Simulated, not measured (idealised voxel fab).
The following is a process module called voxel quadruple lines.
We display cut, a cross-section 280 nm in width whose square cells are each 5 nm.
A cross-section is a grid of square cells, given in bands from the top down. A band is one or more rows of cells.
A band entry consists of two parts. The first gives the height of the band's top and the height of its bottom, in nm. The rest lists the band's materials from left to right, each with its width in nm. A single material labelled with the word "all across" fills the band from edge to edge, and the word "empty" marks empty space.
Heads up on the height convention: 0 is the point under which the incoming wafer is all one material, and the lowest band has no bottom, it just keeps going down, like "0 -> down".
A width given as "30 to 40" starts at the first number in the band's top row and ends at the second number in its bottom row, shifting by an equal amount at every step from row to row.
Where the words "nothing different" appear for a step, the cross-section shows no cell changed by that step; every cell remained as before.
Under "Encapsulated voids" you'll find the enclosed gaps, the ones with no way out to the top, that are 8 cells or bigger; each reads width x height at distance, with distance counted from the left edge, everything in nm.
Anything after a step's settings on that line? It's the simulator's own note about the step.
"overlay nm" answers the question of how far to the right of plan the mask lay on a step that has a mask, and when it is negative the answer is to the left.

[Here's what the planned process steps look like]
- 1: RECEIVE with material Si
- 2: CONFORMAL_DEP with material SiO2, thk nm 5
- 3: DIRECTIONAL_DEP with material W, thk nm 10
- 4: DIRECTIONAL_DEP with material polySi, thk nm 15
- 5: DIRECTIONAL_DEP with material aC, thk nm 25
- 6: PATTERN with tone cover, mask id MANDREL, material resist, width nm 30, thk nm 35, overlay nm -15
- 7: DIRECTIONAL_ETCH with etch materials aC, depth nm 25
- 8: STRIP with etch materials resist
- 9: CONFORMAL_DEP with material SiO2, thk nm 10
- 10: DIRECTIONAL_ETCH with etch materials SiO2, depth nm 10
- 11: STRIP with etch materials aC
- 12: DIRECTIONAL_ETCH with etch materials polySi, depth nm 15
- 13: STRIP with etch materials SiO2
- 14: CONFORMAL_DEP with material SiN, thk nm 10
- 15: DIRECTIONAL_ETCH with etch materials SiN, depth nm 10
- 16: STRIP with etch materials polySi
- 17: DIRECTIONAL_ETCH with etch materials W, depth nm 10
- 18: STRIP with etch materials SiN
Split variable: overlay nm, step 6. Plan value = first wafer. Wafers start alike.

[first wafer as received, after step 1]
> 0 -> down: Si all across
> Encapsulated voids: none

[Basically each wafer gets a line in the table, showing it at the end of the module: material by material, the cells it gained (+) or lost (-) since we got it, then its closed voids]
overlay nm -15; +56 SiO2; +16 W; Encapsulated voids: none
overlay nm -10; +56 SiO2; +16 W; Encapsulated voids: none
overlay nm -5; +56 SiO2; +16 W; Encapsulated voids: none
overlay nm 0; +56 SiO2; +16 W; Encapsulated voids: none
overlay nm 5; +56 SiO2; +16 W; Encapsulated voids: none
overlay nm 10; +56 SiO2; +16 W; Encapsulated voids: none
overlay nm 15; +56 SiO2; +16 W; Encapsulated voids: none
